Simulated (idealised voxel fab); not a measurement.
The document below concerns the process module designated voxel capacitor over wiring.
Cross-sectional view cut (width: 205 nm; square cell size: 5 nm).
Notation: cross-section as square-cell grid; stated in bands, top first, going down; one or more cell rows per band.
This entry defines a band. It first specifies the height of the band's top and the height of its bottom in nm, and then specifies the band's materials from left to right, stating each material with its width in nm. The word "everywhere" identifies a single material that fills the band from edge to edge, while the word "air" identifies empty space.
The reference from which all heights are counted is 0, the level beneath which the as-received wafer is entirely one material; the lowest band, having no lower bound, proceeds downward and is written after the example "0 down".
Think of "30->40" as a width that walks from the first number to the second as you go down the band, top row to bottom row, taking equal-sized steps from row to row.
Basically "remained the same" means that step didn't change any cell in the cross-section.
Closed-off voids of 8+ cells (no open route to the top) go in "Enclosed voids", written width x height at distance from the left edge, in nm.
The remark found on a step's line after its settings is issued by the simulator itself and pertains to that step.
The setting "overlay nm" may be written on the line of a step. When the step uses a mask, the value reports how far to the right of the planned place the mask lay, and a negative value reports that it lay to the left.

**Here's what the planned process steps look like**
1,RECEIVE,material Si
2,CONFORMAL_DEP,material SiO2,thk nm 15
3,CONFORMAL_DEP,material SiCN,thk nm 5
4,DIRECTIONAL_DEP,material lowk,thk nm 25
5,MASKED_ETCH,tone open,mask id METAL_1,width nm 25,pitch nm 90,etch materials lowk,depth nm 25,overlay nm 0
6,MASKED_ETCH,tone open,mask id METAL_1,width nm 25,pitch nm 90,etch materials SiCN,depth nm 5,overlay nm 0
7,CONFORMAL_DEP,material TiN,thk nm 5
8,FILL_DEP,material Cu,thk nm 5
9,CMP,height nm 45
10,CONFORMAL_DEP,material SiCN,thk nm 5
11,DIRECTIONAL_DEP,material lowk,thk nm 10
12,DIRECTIONAL_DEP,material aC,thk nm 15
13,PATTERN,tone open,mask id PLUG_1,material resist,width nm 15,thk nm 30,overlay nm 0
14,DIRECTIONAL_ETCH,etch materials aC,depth nm 15
15,STRIP,etch materials resist
16,DIRECTIONAL_ETCH,etch materials lowk,depth nm 10
17,DIRECTIONAL_ETCH,etch materials SiCN,depth nm 5
18,STRIP,etch materials aC
19,EPI,material Ru,thk nm 10
20,EPI,material Ru,thk nm 5
21,DIRECTIONAL_DEP,material TiN,thk nm 5
22,DIRECTIONAL_DEP,material SiN,thk nm 5
23,DIRECTIONAL_DEP,material TiN,thk nm 5
24,PATTERN,tone cover,mask id UPPER_PLATE,material resist,width nm 70,thk nm 15,overlay nm 0
25,DIRECTIONAL_ETCH,etch materials TiN,depth nm 5
26,DIRECTIONAL_ETCH,etch materials SiN,depth nm 5
27,STRIP,etch materials resist
28,DIRECTIONAL_DEP,material aC,thk nm 15
29,PATTERN,tone cover,mask id LOWER_PLATE,material resist,width nm 80,thk nm 35,overlay nm 0
30,DIRECTIONAL_ETCH,etch materials aC,depth nm 15
31,STRIP,etch materials resist
32,DIRECTIONAL_ETCH,etch materials TiN,depth nm 5
33,STRIP,etch materials aC
34,FILL_DEP,material SiO2,thk nm 20
35,CMP,height nm 90
36,DIRECTIONAL_DEP,material aC,thk nm 15
37,PATTERN,tone open,mask id PLUG_2,material resist,width nm 15,thk nm 35,overlay nm 0
38,DIRECTIONAL_ETCH,etch materials aC,depth nm 15
39,STRIP,etch materials resist
40,DIRECTIONAL_ETCH,etch materials SiO2,depth nm 15
41,STRIP,etch materials aC
42,CONFORMAL_DEP,material TiN,thk nm 5
43,FILL_DEP,material Cu,thk nm 10
44,CMP,height nm 90
45,CONFORMAL_DEP,material SiCN,thk nm 5

**Here's what the wafer looked like in cross-section when it arrived - that's after step 1**
* 0 down = Si everywhere
* Enclosed voids: none

**Cross-section, first of two wafers, end of module, run as planned**
* 95 to 90 = SiCN everywhere
* 90 to 80 = 65 of SiO2 / 5 of TiN / 5 of Cu / 5 of TiN / 125 of SiO2
* 80 to 70 = 65->55 of SiO2 / 15->70 of TiN / 125->80 of SiO2
* 70 to 65 = 55 of SiO2 / 70 of SiN / 80 of SiO2
* 65 to 60 = 50 of SiO2 / 80 of TiN / 75 of SiO2
* 60 to 50 = 55 of lowk / 15 of Ru / 135 of lowk
* 50 to 45 = 55 of SiCN / 15 of Ru / 135 of SiCN
* 45 to 20 = 45 of lowk / 5 of TiN / 15 of Cu / 5 of TiN / 65 of lowk / 5 of TiN / 15 of Cu / 5 of TiN / 45 of lowk
* 20 to 15 = 45 of SiCN / 25 of TiN / 65 of SiCN / 25 of TiN / 45 of SiCN
* 15 to 0 = SiO2 everywhere
* 0 down = Si everywhere
* Enclosed voids: none

**Second wafer cross-section at end of module - shared start and plan with the first, one mistake in the run**
* 95 to 90 = SiCN everywhere
* 90 to 80 = 65 of SiO2 / 5 of TiN / 5 of Cu / 5 of TiN / 125 of SiO2
* 80 to 75 = 65 of SiO2 / 15 of TiN / 125 of SiO2
* 75 to 70 = SiO2 everywhere
* 70 to 65 = 55 of SiO2 / 70 of SiN / 80 of SiO2
* 65 to 60 = 50 of TiN / 5 of SiO2 / 70 of TiN / 5 of SiO2 / 75 of TiN
* 60 to 50 = 55 of lowk / 15 of Ru / 135 of lowk
* 50 to 45 = 55 of SiCN / 15 of Ru / 135 of SiCN
* 45 to 20 = 45 of lowk / 5 of TiN / 15 of Cu / 5 of TiN / 65 of lowk / 5 of TiN / 15 of Cu / 5 of TiN / 45 of lowk
* 20 to 15 = 45 of SiCN / 25 of TiN / 65 of SiCN / 25 of TiN / 45 of SiCN
* 15 to 0 = SiO2 everywhere
* 0 down = Si everywhere
* Enclosed voids: none
Heads up, the wafer didn't run the way we planned it: not per plan at step 29, really ran PATTERN,tone open,mask id LOWER_PLATE,material resist,width nm 80,thk nm 35,overlay nm 0
Bottom line after processing is that, in cells, the second wafer is up or down on some materials versus the first: SiO2 -9; TiN +9
